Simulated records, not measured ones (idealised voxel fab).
Process module under the name voxel fin reveal
The cross-section on display is named cut; it measures 245 nm wide, and its cells are 5 nm squares.
How to read a cross-section here: the picture is a grid of square cells, written as bands going from the top down, and any band can span one or more rows of cells. Within each band entry, the heights of the top and of the bottom of the band appear first, in that order and in nm; the materials of the band then follow from left to right, each with its corresponding width in nm. The designation "all across" on a single material indicates that it fills the band from edge to edge; the designation "air" indicates empty space. The level at which height equals 0 is the one under which the wafer, as it arrives, is entirely one material. No lower edge exists for the bottom band, which continues downward and is notated as in "z 0 and below". It should be noted that a width expressed as "30..40" varies in equal increments from row to row of cells within the band, taking the value of the first number at the top row and that of the second number at the bottom row. The cross-section has no changed cell in any step marked "no alteration". The label "Fully closed voids" introduces a list of the empty spaces, 8 cells or larger, that have no open way up to the top; each entry in it reads width x height at distance, where the distance is taken from the left edge and all three are stated in nm. The remark found on a step's line after its settings is issued by the simulator itself and pertains to that step. Steps that use a mask can have "overlay nm" on their line. It says how far the mask sat to the right of where it was meant to be. Negative means to the left.

# List of planned process steps
- 1: RECEIVE | material Si
- 2: CONFORMAL_DEP | material SiN | thk nm 5
- 3: PATTERN | tone cover | mask id FINS | material resist | width nm 15 | pitch nm 35 | thk nm 20 | overlay nm 0
- 4: DIRECTIONAL_ETCH | etch materials SiN | depth nm 5
- 5: DIRECTIONAL_ETCH | etch materials Si | depth nm 40
- 6: STRIP | etch materials resist
- 7: OXIDIZE | depth nm 5
- 8: FILL_DEP | material SiO2 | thk nm 15
- 9: CMP | height nm 5
- 10: SELECTIVE_ETCH | etch materials SiO2 | depth nm 20
- 11: STRIP | etch materials SiN

# First wafer of two (run as planned)

# as received, after step 1
- z 0 and below: Si all across
- Fully closed voids: none

# The wafer in cross-section once step 2 is complete
- z 5 to 0: SiN all across
- Under the height 0 nothing was changed.

# The wafer in cross-section once step 3 is complete
- z 25 to 5: 80 of air / 15 of resist / 20 of air / 15 of resist / 20 of air / 15 of resist / 80 of air
- Under the height 5 nothing was changed.

# The wafer in cross-section once step 4 is complete
- z 25 to 5: 80 of air / 15 of resist / 20 of air / 15 of resist / 20 of air / 15 of resist / 80 of air
- z 5 to 0: 80 of air / 15 of SiN / 20 of air / 15 of SiN / 20 of air / 15 of SiN / 80 of air
- Under the height 0 nothing was changed.

# The wafer in cross-section once step 5 is complete
- z 25 to 5: 80 of air / 15 of resist / 20 of air / 15 of resist / 20 of air / 15 of resist / 80 of air
- z 5 to 0: 80 of air / 15 of SiN / 20 of air / 15 of SiN / 20 of air / 15 of SiN / 80 of air
- z 0 to -40: 80 of air / 15 of Si / 20 of air / 15 of Si / 20 of air / 15 of Si / 80 of air
- Under the height -40 nothing was changed.

# The wafer in cross-section once step 6 is complete
- z 5 to 0: 80 of air / 15 of SiN / 20 of air / 15 of SiN / 20 of air / 15 of SiN / 80 of air
- Under the height 0 nothing was changed.

# The wafer in cross-section once step 7 is complete
- z 5 to 0: 80 of air / 15 of SiN / 20 of air / 15 of SiN / 20 of air / 15 of SiN / 80 of air
- z 0 to -40: 80 of air / 5 of SiO2 / 5 of Si / 5 of SiO2 / 20 of air / 5 of SiO2 / 5 of Si / 5 of SiO2 / 20 of air / 5 of SiO2 / 5 of Si / 5 of SiO2 / 80 of air
- z -40 to -45: 85 of SiO2 / 5 of Si / 30 of SiO2 / 5 of Si / 30 of SiO2 / 5 of Si / 85 of SiO2
- Under the height -45 nothing was changed.

# The wafer in cross-section once step 8 is complete
- z 20 to 5: SiO2 all across
- z 5 to 0: 80 of SiO2 / 15 of SiN / 20 of SiO2 / 15 of SiN / 20 of SiO2 / 15 of SiN / 80 of SiO2
- z 0 to -45: 85 of SiO2 / 5 of Si / 30 of SiO2 / 5 of Si / 30 of SiO2 / 5 of Si / 85 of SiO2
- Under the height -45 nothing was changed.

# The wafer in cross-section once step 9 is complete
- z 5 to 0: 80 of SiO2 / 15 of SiN / 20 of SiO2 / 15 of SiN / 20 of SiO2 / 15 of SiN / 80 of SiO2
- Under the height 0 nothing was changed.

# The wafer in cross-section once step 10 is complete
- z 5 to 0: 80 of air / 15 of SiN / 20 of air / 15 of SiN / 20 of air / 15 of SiN / 80 of air
- z 0 to -15: 85 of air / 5 of Si / 30 of air / 5 of Si / 30 of air / 5 of Si / 85 of air
- Under the height -15 nothing was changed.

# The wafer in cross-section once step 11 is complete
- z 0 to -15: 85 of air / 5 of Si / 30 of air / 5 of Si / 30 of air / 5 of Si / 85 of air
- Under the height -15 nothing was changed.

# The second wafer: identical to the first at the outset and in its planned sequence, differing only in that one mistake was made during processing; up to and including step 7, its path is the first wafer's path

# Second wafer at the planned finish of step 8, seen in cross-section
- z 20 to 0: SiN all across
- z 0 to -40: 80 of SiN / 5 of SiO2 / 5 of Si / 5 of SiO2 / 20 of SiN / 5 of SiO2 / 5 of Si / 5 of SiO2 / 20 of SiN / 5 of SiO2 / 5 of Si / 5 of SiO2 / 80 of SiN
- Under the height -40 nothing was changed.

# Second wafer at the planned finish of step 9, seen in cross-section
- z 5 to 0: SiN all across
- Under the height 0 nothing was changed.

Second wafer at the planned finish of step 10, seen in cross-section: no alteration

# Second wafer at the planned finish of step 11, seen in cross-section
- z 0 to -40: 80 of air / 5 of SiO2 / 5 of Si / 5 of SiO2 / 20 of air / 5 of SiO2 / 5 of Si / 5 of SiO2 / 20 of air / 5 of SiO2 / 5 of Si / 5 of SiO2 / 80 of air
- Under the height -40 nothing was changed.
Here's what went sideways: step 8 off recipe, ran as FILL_DEP | material SiN | thk nm 15
Upon completion, the second wafer contains, in terms of cells, a greater or smaller amount of certain materials than the first wafer: SiO2 -182
